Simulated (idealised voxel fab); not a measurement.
process module | voxel released beams
cross-section cut | 275 nm wide | cells 5 nm
A cross-section is a grid of square cells, given in bands from the top down. A band is one or more rows of cells.
Each band's line starts with the height of the band's top and of its bottom, in nm. Then come its materials from left to right, each with its width in nm. One material with "throughout" fills the band from edge to edge. "air" is empty space.
Height 0 is the level under which the wafer as received is all one material. The lowest band goes on downwards, as in "0 down".
A width such as "30 to 40" changes by the same amount from each row of cells to the next, from the band's top row to its bottom row.
"no change" after a step means that no cell of the cross-section changed.
closed voids: empty space of 8 cells or more with no open way to the top, each as width x height at its distance from the left edge, in nm
after a step's settings: what the simulator itself notes on the step
overlay nm, on a step with a mask: how far to the right of its planned place the mask lay; to the left if negative
Each pair below shows a cross-section before one step and the cross-section after it, down to the lowest band that changed. The line under each pair gives the step between them, with its settings. The pairs can come from different runs of this module on the same starting wafer, so a pair continues from the pair above only where its "before" says so.
before
  0 down: Si throughout
  closed voids: none
after
  5 to 0: SiN throughout
  below 0: unchanged
  closed voids: none
the step between: op CONFORMAL_DEP | material SiN | thk nm 5
before: the cross-section after the pair above
after
  20 to 5: SiO2 throughout
  below 5: unchanged
  closed voids: none
the step between: op DIRECTIONAL_DEP | material SiO2 | thk nm 15
before: the cross-section after the pair above
after
  35 to 20: aC throughout
  below 20: unchanged
  closed voids: none
the step between: op DIRECTIONAL_DEP | material aC | thk nm 15
before: the cross-section after the pair above
after
  70 to 35: resist 95 | air 35 | resist 145
  below 35: unchanged
  closed voids: none
the step between: op PATTERN | tone open | mask id ANCHOR | material resist | width nm 35 | thk nm 35 | overlay nm 0
before: the cross-section after the pair above
after
  55 to 35: resist 95 | air 35 | resist 145
  35 to 20: aC 95 | air 35 | aC 145
  below 20: unchanged
  closed voids: none
the step between: op DIRECTIONAL_ETCH | etch materials aC | depth nm 15
before: the cross-section after the pair above
after
  35 to 20: aC 95 | air 35 | aC 145
  below 20: unchanged
  closed voids: none
the step between: op STRIP | etch materials resist
before: the cross-section after the pair above
after
  35 to 20: aC 95 | air 35 | aC 145
  20 to 5: SiO2 95 | air 35 | SiO2 145
  below 5: unchanged
  closed voids: none
the step between: op DIRECTIONAL_ETCH | etch materials SiO2 | depth nm 15
before: the cross-section after the pair above
after
  20 to 5: SiO2 95 | air 35 | SiO2 145
  below 5: unchanged
  closed voids: none
the step between: op STRIP | etch materials aC
before: the cross-section after the pair above
after
  35 to 20: W 110 | air 5 | W 160
  20 to 5: SiO2 95 | W 35 | SiO2 145
  below 5: unchanged
  closed voids: none
the step between: op CONFORMAL_DEP | material W | thk nm 15
before: the cross-section after the pair above
after
  35 to 20: air 90 | W 20 | air 5 | W 65 | air 95
  below 20: unchanged
  closed voids: none
the step between: op MASKED_ETCH | tone cover | mask id BEAM | width nm 90 | etch materials W | depth nm 15 | overlay nm 0
before: the cross-section after the pair above
after
  35 to 20: air 90 | W 20 | air 5 | W 65 | air 95
  20 to 5: air 95 | W 35 | air 145
  below 5: unchanged
  closed voids: none
the step between: op STRIP | etch materials SiO2
before
  0 down: Si throughout
  closed voids: none
after
  15 to 0: SiO2 throughout
  below 0: unchanged
  closed voids: none
the step between: op DIRECTIONAL_DEP | material SiO2 | thk nm 15
before: the cross-section after the pair above
after
  30 to 15: aC throughout
  below 15: unchanged
  closed voids: none
the step between: op DIRECTIONAL_DEP | material aC | thk nm 15
before: the cross-section after the pair above
after
  65 to 30: resist 95 | air 35 | resist 145
  below 30: unchanged
  closed voids: none
the step between: op PATTERN | tone open | mask id ANCHOR | material resist | width nm 35 | thk nm 35 | overlay nm 0
before: the cross-section after the pair above
after
  50 to 30: resist 95 | air 35 | resist 145
  30 to 15: aC 95 | air 35 | aC 145
  below 15: unchanged
  closed voids: none
the step between: op DIRECTIONAL_ETCH | etch materials aC | depth nm 15
before: the cross-section after the pair above
after
  30 to 15: aC 95 | air 35 | aC 145
  below 15: unchanged
  closed voids: none
the step between: op STRIP | etch materials resist
before: the cross-section after the pair above
after
  30 to 15: aC 95 | air 35 | aC 145
  15 to 0: SiO2 95 | air 35 | SiO2 145
  below 0: unchanged
  closed voids: none
the step between: op DIRECTIONAL_ETCH | etch materials SiO2 | depth nm 15
before: the cross-section after the pair above
after
  15 to 0: SiO2 95 | air 35 | SiO2 145
  below 0: unchanged
  closed voids: none
the step between: op STRIP | etch materials aC
before: the cross-section after the pair above
after
  30 to 15: W 110 | air 5 | W 160
  15 to 0: SiO2 95 | W 35 | SiO2 145
  below 0: unchanged
  closed voids: none
the step between: op CONFORMAL_DEP | material W | thk nm 15
before: the cross-section after the pair above
after
  30 to 15: air 90 | W 20 | air 5 | W 65 | air 95
  below 15: unchanged
  closed voids: none
the step between: op MASKED_ETCH | tone cover | mask id BEAM | width nm 90 | etch materials W | depth nm 15 | overlay nm 0
before: the cross-section after the pair above
after
  30 to 15: air 90 | W 20 | air 5 | W 65 | air 95
  15 to 0: air 95 | W 35 | air 145
  below 0: unchanged
  closed voids: none
the step between: op STRIP | etch materials SiO2
before
  35 to 20: W 110 | air 5 | W 160
  20 to 5: SiO2 95 | W 35 | SiO2 145
  5 to 0: SiN throughout
  0 down: Si throughout
  closed voids: none
after
  50 to 20: W throughout
  below 20: unchanged
  closed voids: none
the step between: op CONFORMAL_DEP | material W | thk nm 15
before: the cross-section after the pair above
after
  50 to 35: air 90 | W 90 | air 95
  below 35: unchanged
  closed voids: none
the step between: op MASKED_ETCH | tone cover | mask id BEAM | width nm 90 | etch materials W | depth nm 15 | overlay nm 0
before
  15 to 0: SiO2 throughout
  0 down: Si throughout
  closed voids: none
after
  20 to 15: SiN throughout
  below 15: unchanged
  closed voids: none
the step between: op CONFORMAL_DEP | material SiN | thk nm 5
before: the cross-section after the pair above
after
  35 to 20: aC throughout
  below 20: unchanged
  closed voids: none
the step between: op DIRECTIONAL_DEP | material aC | thk nm 15
before: the cross-section after the pair above
after
  70 to 35: resist 95 | air 35 | resist 145
  below 35: unchanged
  closed voids: none
the step between: op PATTERN | tone open | mask id ANCHOR | material resist | width nm 35 | thk nm 35 | overlay nm 0
before: the cross-section after the pair above
after
  55 to 35: resist 95 | air 35 | resist 145
  35 to 20: aC 95 | air 35 | aC 145
  below 20: unchanged
  closed voids: none
the step between: op DIRECTIONAL_ETCH | etch materials aC | depth nm 15
before: the cross-section after the pair above
after
  35 to 20: aC 95 | air 35 | aC 145
  below 20: unchanged
  closed voids: none
the step between: op STRIP | etch materials resist
before: the cross-section after the pair above
after
  20 to 15: SiN throughout
  below 15: unchanged
  closed voids: none
the step between: op STRIP | etch materials aC
before: the cross-section after the pair above
after
  35 to 20: W throughout
  below 20: unchanged
  closed voids: none
the step between: op CONFORMAL_DEP | material W | thk nm 15
before: the cross-section after the pair above
after
  35 to 20: air 90 | W 90 | air 95
  below 20: unchanged
  closed voids: none
the step between: op MASKED_ETCH | tone cover | mask id BEAM | width nm 90 | etch materials W | depth nm 15 | overlay nm 0
before
  20 to 5: SiO2 95 | air 35 | SiO2 145
  5 to 0: SiN throughout
  0 down: Si throughout
  closed voids: none
after
  45 to 20: W throughout
  20 to 5: SiO2 95 | W 35 | SiO2 145
  below 5: unchanged
  closed voids: none
the step between: op CONFORMAL_DEP | material W | thk nm 25
before: the cross-section after the pair above
after
  45 to 30: air 90 | W 90 | air 95
  below 30: unchanged
  closed voids: none
the step between: op MASKED_ETCH | tone cover | mask id BEAM | width nm 90 | etch materials W | depth nm 15 | overlay nm 0
before
  35 to 20: W 110 | air 5 | W 160
  20 to 5: SiO2 95 | W 35 | SiO2 145
  5 to 0: SiN throughout
  0 down: Si throughout
  closed voids: none
after
  35 to 20: air 95 | W 15 | air 5 | W 60 | air 100
  below 20: unchanged
  closed voids: none
the step between: op MASKED_ETCH | tone cover | mask id BEAM | width nm 80 | etch materials W | depth nm 15 | overlay nm 0
before: the cross-section after the pair above
after
  35 to 20: air 95 | W 15 | air 5 | W 60 | air 100
  20 to 5: air 95 | W 35 | air 145
  below 5: unchanged
  closed voids: none
the step between: op STRIP | etch materials SiO2
before
  35 to 20: W 110 | air 5 | W 160
  20 to 5: SiO2 95 | W 35 | SiO2 145
  5 to 0: SiN throughout
  0 down: Si throughout
  closed voids: none
after
  35 to 20: air 100 | W 10 | air 5 | W 75 | air 85
  below 20: unchanged
  closed voids: none
the step between: op MASKED_ETCH | tone cover | mask id BEAM | width nm 90 | etch materials W | depth nm 15 | overlay nm 10
before: the cross-section after the pair above
after
  35 to 20: air 100 | W 10 | air 5 | W 75 | air 85
  20 to 5: air 95 | W 35 | air 145
  below 5: unchanged
  closed voids: none
the step between: op STRIP | etch materials SiO2
before
  35 to 20: aC 95 | air 35 | aC 145
  20 to 5: SiO2 95 | air 35 | SiO2 145
  5 to 0: SiN throughout
  0 down: Si throughout
  closed voids: none
after
  0 down: Si throughout
  closed voids: none
the step between: op STRIP | etch materials SiN
before: the cross-section after the pair above
after
  15 to 0: W throughout
  below 0: unchanged
  closed voids: none
the step between: op CONFORMAL_DEP | material W | thk nm 15
before: the cross-section after the pair above
after
  15 to 0: air 90 | W 90 | air 95
  below 0: unchanged
  closed voids: none
the step between: op MASKED_ETCH | tone cover | mask id BEAM | width nm 90 | etch materials W | depth nm 15 | overlay nm 0
before
  35 to 20: aC throughout
  20 to 5: SiO2 throughout
  5 to 0: SiN throughout
  0 down: Si throughout
  closed voids: none
after
  70 to 35: air 95 | resist 35 | air 145
  below 35: unchanged
  closed voids: none
the step between: op PATTERN | tone cover | mask id ANCHOR | material resist | width nm 35 | thk nm 35 | overlay nm 0
before: the cross-section after the pair above
after
  55 to 35: air 95 | resist 35 | air 145
  35 to 20: air 95 | aC 35 | air 145
  below 20: unchanged
  closed voids: none
the step between: op DIRECTIONAL_ETCH | etch materials aC | depth nm 15
before: the cross-section after the pair above
after
  35 to 20: air 95 | aC 35 | air 145
  below 20: unchanged
  closed voids: none
the step between: op STRIP | etch materials resist
before: the cross-section after the pair above
after
  35 to 20: air 95 | aC 35 | air 145
  20 to 5: air 95 | SiO2 35 | air 145
  below 5: unchanged
  closed voids: none
the step between: op DIRECTIONAL_ETCH | etch materials SiO2 | depth nm 15
before: the cross-section after the pair above
after
  20 to 5: air 95 | SiO2 35 | air 145
  below 5: unchanged
  closed voids: none
the step between: op STRIP | etch materials aC
before: the cross-section after the pair above
after
  35 to 20: air 80 | W 65 | air 130
  20 to 5: W 95 | SiO2 35 | W 145
  below 5: unchanged
  closed voids: none
the step between: op CONFORMAL_DEP | material W | thk nm 15
before: the cross-section after the pair above
after
  35 to 20: air 90 | W 55 | air 130
  20 to 5: air 80 | W 15 | SiO2 35 | W 50 | air 95
  below 5: unchanged
  closed voids: none
the step between: op MASKED_ETCH | tone cover | mask id BEAM | width nm 90 | etch materials W | depth nm 15 | overlay nm 0
